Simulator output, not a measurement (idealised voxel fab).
Process module name: voxel released beams
Section shown: cut. Width: 165 nm. Cell size: 5 nm, square.
This document writes a cross-section as a grid whose cells are square, and gives it as bands, listed from the top down; one or more rows of cells form a band.
This entry defines a band. It first specifies the height of the band's top and the height of its bottom in nm, and then specifies the band's materials from left to right, stating each material with its width in nm. The word "everywhere" identifies a single material that fills the band from edge to edge, while the word "empty" identifies empty space.
Ref level 0: as-received wafer is one material below here. Bottom band extends down with no lower bound ("0..down").
Width: "30 to 40" (first number = top row, second number = bottom row, same change from row to row of cells).
"identical to before", as given for a step, is the statement that not any cell of the cross-section underwent a change during that step.
Entry "Enclosed void entries". Content: empty spaces with no open connection to the top, size 8 cells or greater. Each: width x height at distance. Distance: from left edge. Unit: nm.
Heads up: the bit after the settings on a step's line is the simulator's remark on that step.
A step line may carry the setting "overlay nm", which, for steps involving a mask, states the distance by which the mask lay to the right of its intended position; negative values denote displacement to the left.
These are the steps we planned for the process
1,RECEIVE [material Si]
2,CONFORMAL_DEP [material SiN] [thk nm 10]
3,DIRECTIONAL_DEP [material SiO2] [thk nm 20]
4,DIRECTIONAL_DEP [material aC] [thk nm 15]
5,PATTERN [tone open] [mask id ANCHOR] [material resist] [width nm 35] [thk nm 30] [overlay nm 0]
6,DIRECTIONAL_ETCH [etch materials aC] [depth nm 15]
7,STRIP [etch materials resist]
8,DIRECTIONAL_ETCH [etch materials SiO2] [depth nm 20]
9,STRIP [etch materials aC]
10,CONFORMAL_DEP [material polySi] [thk nm 15]
11,DIRECTIONAL_DEP [material aC] [thk nm 15]
12,PATTERN [tone cover] [mask id BEAM] [material resist] [width nm 95] [thk nm 35] [overlay nm 0]
13,DIRECTIONAL_ETCH [etch materials aC] [depth nm 15]
14,STRIP [etch materials resist]
15,DIRECTIONAL_ETCH [etch materials polySi] [depth nm 15]
16,STRIP [etch materials aC]
17,STRIP [etch materials SiO2]
As-received wafer cross-section (after step 1)
  0..down = Si everywhere
  Enclosed void entries: none
First wafer of two, sectioned at end of module; run went per plan
  45..30 = 30 empty, then 20 polySi, then 5 empty, then 70 polySi, then 40 empty
  30..25 = 35 empty, then 15 polySi, then 5 empty, then 15 polySi, then 95 empty
  25..10 = 35 empty, then 35 polySi, then 95 empty
  10..0 = SiN everywhere
  0..down = Si everywhere
  Enclosed void entries: none
The second wafer, shown in cross-section after the module: started the same way as the first and given the same plan, yet one mistake crept into how it was run
  45..30 = 30 empty, then 25 polySi, then 5 empty, then 65 polySi, then 40 empty
  30..25 = 40 empty, then 15 polySi, then 5 empty, then 15 polySi, then 90 empty
  25..10 = 40 empty, then 35 polySi, then 90 empty
  10..0 = SiN everywhere
  0..down = Si everywhere
  Enclosed void entries: none
Deviation from plan: it should be noted that step 5 was executed with settings other than those planned, the operation and settings actually applied being PATTERN [tone open] [mask id ANCHOR] [material resist] [width nm 35] [thk nm 30] [overlay nm 5]
The two final wafers agree on how many cells each material fills and disagree on which cells those are.
